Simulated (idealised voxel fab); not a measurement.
Process module, titled voxel ribs on slabs
cross-section cut | 155 nm wide | cells 5 nm
Notation: cross-section as square-cell grid; stated in bands, top first, going down; one or more cell rows per band. Each band's line starts with the height of the band's top and of its bottom, in nm. Then come its materials from left to right, each with its width in nm. One material with "throughout" fills the band from edge to edge. "empty" is empty space. Note: height 0 marks the level under which the wafer is uniformly one material as received. Lowest band unbounded below, written "top 0, no bottom". The two numbers in a width such as "30->40" mark its ends across the band: the first belongs to the top row of cells, the second to the bottom row, and from each row to the next the width moves by the same amount. Take "all unchanged" at face value: in the step it is given for, the cross-section changed in none of its cells. What "Non-vented voids" gives you is every empty space of 8 cells or more that is cut off from the top. Each appears as width x height at distance, with the distance taken from the left edge and width, height and distance all in nm. The remark found on a step's line after its settings is issued by the simulator itself and pertains to that step. Regarding "overlay nm": on a step with a mask, it is the distance the mask lay to the right of its planned place; a negative value places it to the left.

Below is the list of planned process steps:
1 RECEIVE (material Si)
2 DIRECTIONAL_DEP (material SiO2; thk nm 25)
3 DIRECTIONAL_DEP (material SiN; thk nm 20)
4 PATTERN (tone cover; mask id RIB; material resist; width nm 15; thk nm 15; overlay nm 0)
5 DIRECTIONAL_ETCH (etch materials SiN; depth nm 5)
6 STRIP (etch materials resist)
7 PATTERN (tone cover; mask id SLAB; material resist; width nm 65; thk nm 15; overlay nm 0)
8 DIRECTIONAL_ETCH (etch materials SiN; depth nm 15)
9 STRIP (etch materials resist)
10 FILL_DEP (material SiO2; thk nm 25)
11 CMP (height nm 60)
12 DIRECTIONAL_DEP (material TiN; thk nm 10)
13 MASKED_ETCH (tone cover; mask id HEATER; width nm 25; etch materials TiN; depth nm 10; overlay nm 0)
14 CONFORMAL_DEP (material SiO2; thk nm 5)

Cross-section of the incoming wafer, state after step 1:
- top 0, no bottom = Si throughout
- Non-vented voids: none

The plan above was carried out on the starting structure above with one mistake, and this cross-section shows the wafer at the end of the module:
- top 75, bottom 70 = 60 empty, then 35 SiO2, then 60 empty
- top 70, bottom 65 = 60 empty, then 5 SiO2, then 25 TiN, then 5 SiO2, then 60 empty
- top 65, bottom 60 = 65 SiO2, then 25 TiN, then 65 SiO2
- top 60, bottom 45 = SiO2 throughout
- top 45, bottom 40 = 70 SiO2, then 15 SiN, then 70 SiO2
- top 40, bottom 25 = 50 SiO2, then 65 SiN, then 40 SiO2
- top 25, bottom 0 = SiO2 throughout
- top 0, no bottom = Si throughout
- Non-vented voids: none
What was done differently from what was planned? step 7 ran with different settings than intended, the actual operation and settings being PATTERN (tone cover; mask id SLAB; material resist; width nm 65; thk nm 15; overlay nm 5)
